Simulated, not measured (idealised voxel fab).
Herein follows the process module entitled voxel released beams.
Displayed cross-section: cut, width of 185 nm, square cells sized 5 nm.
Notation: cross-section as square-cell grid; stated in bands, top first, going down; one or more cell rows per band. Top height, bottom height, nm. Materials left to right, width each, nm. Single material + "everywhere" = fills band edge to edge. "empty" = empty. Zero point of the height axis is 0; under it, received wafer = one material. Lowest band: continues down indefinitely, "0 -> down". Quick explanation for "30..40": the width changes in equal steps down the rows of cells, from the first number in the band's top row to the second number in its bottom row. Key: "remains unaltered" - step with no changed cell in the cross-section. In the "Closed cavity list" entry, you get each enclosed empty space of 8 cells or more, one with no open way to the top, written width x height at distance, distance from the left edge, in nm. If you see something after the settings on a step's line, that's the simulator's own remark about that step. "overlay nm" answers the question of how far to the right of plan the mask lay on a step that has a mask, and when it is negative the answer is to the left.
-- Planned step list for the process
1: RECEIVE with material Si
2: CONFORMAL_DEP with material SiN, thk nm 10
3: DIRECTIONAL_DEP with material SiO2, thk nm 10
4: PATTERN with tone open, mask id ANCHOR, material resist, width nm 25, thk nm 15, overlay nm 0
5: DIRECTIONAL_ETCH with etch materials SiO2, depth nm 10
6: STRIP with etch materials resist
7: CONFORMAL_DEP with material TiN, thk nm 10
8: MASKED_ETCH with tone cover, mask id BEAM, width nm 95, etch materials TiN, depth nm 10, overlay nm 0
9: STRIP with etch materials SiO2
-- First wafer out of two, processed as planned
-- Incoming wafer in cross-section (state: after step 1)
	0 -> down  Si everywhere
	Closed cavity list: none
-- The following cross-section depicts the wafer upon completion of step 2
	10 -> 0  SiN everywhere
	Under 0: no change, same as before.
-- The following cross-section depicts the wafer upon completion of step 3
	20 -> 10  SiO2 everywhere
	Under 10: no change, same as before.
-- The following cross-section depicts the wafer upon completion of step 4
	35 -> 20  resist: 45  empty: 25  resist: 115
	Under 20: no change, same as before.
-- The following cross-section depicts the wafer upon completion of step 5
	35 -> 20  resist: 45  empty: 25  resist: 115
	20 -> 10  SiO2: 45  empty: 25  SiO2: 115
	Under 10: no change, same as before.
-- The following cross-section depicts the wafer upon completion of step 6
	20 -> 10  SiO2: 45  empty: 25  SiO2: 115
	Under 10: no change, same as before.
-- The following cross-section depicts the wafer upon completion of step 7
	30 -> 20  TiN: 55  empty: 5  TiN: 125
	20 -> 10  SiO2: 45  TiN: 25  SiO2: 115
	Under 10: no change, same as before.
-- The following cross-section depicts the wafer upon completion of step 8
	30 -> 20  empty: 40  TiN: 15  empty: 5  TiN: 75  empty: 50
	Under 20: no change, same as before.
-- The following cross-section depicts the wafer upon completion of step 9
	30 -> 20  empty: 40  TiN: 15  empty: 5  TiN: 75  empty: 50
	20 -> 10  empty: 45  TiN: 25  empty: 115
	Under 10: no change, same as before.
-- Here the second wafer is described. Its start and its plan were those of the first wafer. Its run contained one mistake. Up to and including step 1, it did exactly what the first wafer did
when step 2 should have ended: remains unaltered
-- when step 3 should have ended
	10 -> 0  SiO2 everywhere
	Under 0: no change, same as before.
-- when step 4 should have ended
	25 -> 10  resist: 45  empty: 25  resist: 115
	Under 10: no change, same as before.
-- when step 5 should have ended
	25 -> 10  resist: 45  empty: 25  resist: 115
	10 -> 0  SiO2: 45  empty: 25  SiO2: 115
	Under 0: no change, same as before.
-- when step 6 should have ended
	10 -> 0  SiO2: 45  empty: 25  SiO2: 115
	Under 0: no change, same as before.
-- when step 7 should have ended
	20 -> 10  TiN: 55  empty: 5  TiN: 125
	10 -> 0  SiO2: 45  TiN: 25  SiO2: 115
	Under 0: no change, same as before.
-- when step 8 should have ended
	20 -> 10  empty: 40  TiN: 15  empty: 5  TiN: 75  empty: 50
	Under 10: no change, same as before.
-- when step 9 should have ended
	20 -> 10  empty: 40  TiN: 15  empty: 5  TiN: 75  empty: 50
	10 -> 0  empty: 45  TiN: 25  empty: 115
	Under 0: no change, same as before.
Run error: plan step 2 never ran because it was skipped
Cell-count delta at end, second wafer over first, by material: SiN -74
